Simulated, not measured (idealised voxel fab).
Module name: voxel air gaps (process module)
It is cross-section cut that appears here, measuring 195 nm in width, its square cells being 5 nm in size.
Each cross-section below is a grid of square cells, stated as bands in top-down order, with one or more rows of cells making up each band.
Look at the band entry: it leads with the top's height and the bottom's height in nm. Then it lists the materials left to right, with a width in nm for each. The word "full width" on a single material says that material fills the band edge to edge. The word "air" is empty space.
Height is counted from the level 0, under which the received wafer is composed throughout of one material. The lowest of the bands is not closed at the bottom but continues downward, in the notation "from 0 down".
Width "30->40": first value at the band's top row of cells, second value at its bottom row, equal change from row to row.
"no modification" (step): cross-section cells unchanged, all of them.
This entry, "Closed void register", enumerates those empty regions of no fewer than 8 cells that possess no open connection to the top. Each region is reported in the form width x height at distance, the distance being taken from the left edge, with all three quantities expressed in nm.
Note: text after step settings on the step line = simulator remark on that step.
"overlay nm" on a masked step: distance the mask lay right of its planned place, negative for left.
Here's what the planned process steps look like:
- 1: RECEIVE (material Si)
- 2: CONFORMAL_DEP (material SiO2; thk nm 10)
- 3: CONFORMAL_DEP (material SiN; thk nm 5)
- 4: DIRECTIONAL_DEP (material SiO2; thk nm 35)
- 5: MASKED_ETCH (tone open; mask id LINES; width nm 15; pitch nm 40; etch materials SiO2; depth nm 35; overlay nm 0)
- 6: CONFORMAL_DEP (material TiN; thk nm 5)
- 7: FILL_DEP (material W; thk nm 10)
- 8: CMP (height nm 50)
- 9: EPI (material Ru; thk nm 10)
- 10: SELECTIVE_ETCH (etch materials SiO2; depth nm 45)
- 11: CONFORMAL_DEP (material SiN; thk nm 5)
As-received state of the wafer in cross-section, equivalent to post-step 1:
  from 0 down: Si full width
  Closed void register: none
Look at the cross-section after the module: the wafer started out the way shown above and the plan was the one shown above, yet one mistake was made along the way:
  from 65 to 60: SiN full width
  from 60 to 50: Ru full width
  from 50 to 20: 45 of W; 5 of TiN; 15 of SiO2; 5 of TiN; 15 of W; 5 of TiN; 15 of SiO2; 5 of TiN; 15 of W; 5 of TiN; 15 of SiO2; 5 of TiN; 45 of W
  from 20 to 15: 50 of TiN; 15 of SiO2; 25 of TiN; 15 of SiO2; 25 of TiN; 15 of SiO2; 50 of TiN
  from 15 to 10: SiN full width
  from 10 to 0: SiO2 full width
  from 0 down: Si full width
  Closed void register: none
Processing error: step 5, actual vs plan mismatch, actual run MASKED_ETCH (tone cover; mask id LINES; width nm 15; pitch nm 40; etch materials SiO2; depth nm 35; overlay nm 0)
